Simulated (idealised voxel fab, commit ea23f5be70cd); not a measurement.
This section sets out a process module, namely voxel fin reveal.
Square cell edge 5 nm, section width 270 nm, ID cut.
The cross-sections in this document take the form of a grid made of square cells. They are written out as bands, in order from top to bottom. Each band consists of one or more rows of cells. Heights first: top, then bottom, in nm. Then materials, left to right, each with a width in nm. "edge to edge" on a single material: fills the band edge to edge. "blank": empty space. Heights are measured from 0, the level below which the as-received wafer is all one material; the lowest band has no bottom and continues downward, written as in "top 0, no bottom". When a width is written as two numbers, as in "30 to 40", the first number is the width in the top row of cells of the band and the second is the width in its bottom row, and the width changes by the same amount from each row to the next. What does "changes: none" mean for a step? It means no cell of the cross-section changed in that step. What "Fully enclosed voids" gives you is every empty space of 8 cells or more that is cut off from the top. Each appears as width x height at distance, with the distance taken from the left edge and width, height and distance all in nm. Whatever follows a step's settings on its line is a remark the simulator itself makes about that step. overlay nm: mask offset rightward from planned place, masked step; negative means leftward offset.

Planned step list for the process:
| 1 | op RECEIVE | material Si |
| 2 | op CONFORMAL_DEP | material SiN | thk nm 5 |
| 3 | op PATTERN | tone cover | mask id FINS | material resist | width nm 15 | pitch nm 40 | thk nm 15 | overlay nm 0 |
| 4 | op DIRECTIONAL_ETCH | etch materials SiN | depth nm 5 |
| 5 | op DIRECTIONAL_ETCH | etch materials Si | depth nm 30 |
| 6 | op STRIP | etch materials resist |
| 7 | op OXIDIZE | depth nm 5 |
| 8 | op FILL_DEP | material SiO2 | thk nm 10 |
| 9 | op CMP | height nm 5 |
| 10 | op SELECTIVE_ETCH | etch materials SiO2 | depth nm 30 |
| 11 | op STRIP | etch materials SiN |
Be aware that, although all wafers share a common starting state, the depth nm at step 5 differs among them, and the plan displays the first wafer's value.

This is how the first of several wafers looked in cross-section when it arrived, which is after step 1:
top 0, no bottom | Si edge to edge
Fully enclosed voids: none

End-of-module cross-section, first of several wafers, after last step 11:
top 0, bottom -25 | blank 70 nm, then Si 5 nm, then blank 35 nm, then Si 5 nm, then blank 35 nm, then Si 5 nm, then blank 35 nm, then Si 5 nm, then blank 75 nm
top -25, bottom -35 | SiO2 70 nm, then Si 5 nm, then SiO2 35 nm, then Si 5 nm, then SiO2 35 nm, then Si 5 nm, then SiO2 35 nm, then Si 5 nm, then SiO2 75 nm
top -35, no bottom | Si edge to edge
Fully enclosed voids: none

End of module, last wafer sectioned:
top 0, bottom -25 | blank 70 nm, then Si 5 nm, then blank 35 nm, then Si 5 nm, then blank 35 nm, then Si 5 nm, then blank 35 nm, then Si 5 nm, then blank 75 nm
top -25, bottom -60 | SiO2 70 nm, then Si 5 nm, then SiO2 35 nm, then Si 5 nm, then SiO2 35 nm, then Si 5 nm, then SiO2 35 nm, then Si 5 nm, then SiO2 75 nm
top -60, no bottom | Si edge to edge
Fully enclosed voids: none

Rows = wafers. At module end, each row lists per material the cells gained (+) or lost (-) since the wafer was received, then the closed voids:
depth nm 30; -350 Si; +100 SiO2; Fully enclosed voids: none
depth nm 35; -400 Si; +150 SiO2; Fully enclosed voids: none
depth nm 40; -450 Si; +200 SiO2; Fully enclosed voids: none
depth nm 45; -500 Si; +250 SiO2; Fully enclosed voids: none
depth nm 50; -550 Si; +300 SiO2; Fully enclosed voids: none
depth nm 55; -600 Si; +350 SiO2; Fully enclosed voids: none
